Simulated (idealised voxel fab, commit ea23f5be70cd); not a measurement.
The following is a process module called voxel self aligned contacts.
Cross-section cut spans 215 nm and uses square cells 5 nm in size.
Cross-sections here: square-cell grids, written as top-down lists of bands, a band being one or more rows of cells.
Top height, bottom height, nm. Materials left to right, width each, nm. Single material + "all across" = fills band edge to edge. "empty" = empty.
Where do heights start? At 0: under that level the wafer as delivered is made of one material only. And the lowest band has no floor; it just carries on downward, as in "0 -> down".
Note: "30 to 40" means the width goes from the first number (top row of the band) to the second number (bottom row) in equal steps per row of cells.
Where a step carries "changes: none", the cross-section came out of it unchanged, cell for cell.
The entry titled "Closed void listing" provides the empty spaces that have no open way to the top, restricted to those of 8 cells or more. Each is presented as width x height at distance, the distance being measured from the left edge, with all three in nm.
Note: text after step settings on the step line = simulator remark on that step.
A step's line can hold "overlay nm"; with a mask on that step, the setting says how far right of the planned place the mask lay, while a negative setting says it lay to the left.
List of planned process steps:
step 1: RECEIVE: material Si
step 2: CONFORMAL_DEP: material SiO2, thk nm 5
step 3: DIRECTIONAL_DEP: material polySi, thk nm 20
step 4: DIRECTIONAL_DEP: material SiN, thk nm 25
step 5: MASKED_ETCH: tone cover, mask id GATE, width nm 25, pitch nm 65, etch materials SiN, depth nm 25, overlay nm 0
step 6: MASKED_ETCH: tone cover, mask id GATE, width nm 15, pitch nm 65, etch materials polySi, depth nm 20, overlay nm 0
step 7: CONFORMAL_DEP: material SiN, thk nm 10
step 8: DIRECTIONAL_ETCH: etch materials SiN, depth nm 10
step 9: FILL_DEP: material SiO2, thk nm 20
step 10: CMP: height nm 60
step 11: DIRECTIONAL_DEP: material aC, thk nm 15
step 12: PATTERN: tone open, mask id CONTACT, material resist, width nm 50, pitch nm 65, thk nm 35, overlay nm 0
step 13: DIRECTIONAL_ETCH: etch materials aC, depth nm 15
step 14: STRIP: etch materials resist
step 15: DIRECTIONAL_ETCH: etch materials SiO2, depth nm 60
step 16: STRIP: etch materials aC
step 17: CONFORMAL_DEP: material TiN, thk nm 5
step 18: FILL_DEP: material Ru, thk nm 5
step 19: CMP: height nm 60
step 20: CONFORMAL_DEP: material SiCN, thk nm 5
Don't read the plan's width nm for step 6 as applying to every wafer: that's the first wafer's value, and the wafers differ in it, though they all start identical.
First of several wafers (as received, post step 1), cross-sectional view:
	0 -> down  Si all across
	Closed void listing: none
Quick key for the table: a row per wafer, taken at the end of the module. For each material it tells you how many cells the wafer gained (+) or lost (-) since it came in, and the closed voids come after:
width nm 15 | +56 Ru | +43 SiCN | +183 SiN | +153 SiO2 | +64 TiN | +60 polySi | Closed void listing: none
width nm 20 | +56 Ru | +43 SiCN | +183 SiN | +153 SiO2 | +64 TiN | +60 polySi | Closed void listing: none
width nm 25 | +56 Ru | +43 SiCN | +183 SiN | +153 SiO2 | +64 TiN | +60 polySi | Closed void listing: none
width nm 30 | +46 Ru | +43 SiCN | +183 SiN | +151 SiO2 | +64 TiN | +72 polySi | Closed void listing: none
width nm 35 | +36 Ru | +43 SiCN | +183 SiN | +149 SiO2 | +64 TiN | +84 polySi | Closed void listing: none
width nm 40 | +36 Ru | +43 SiCN | +183 SiN | +147 SiO2 | +54 TiN | +96 polySi | Closed void listing: none
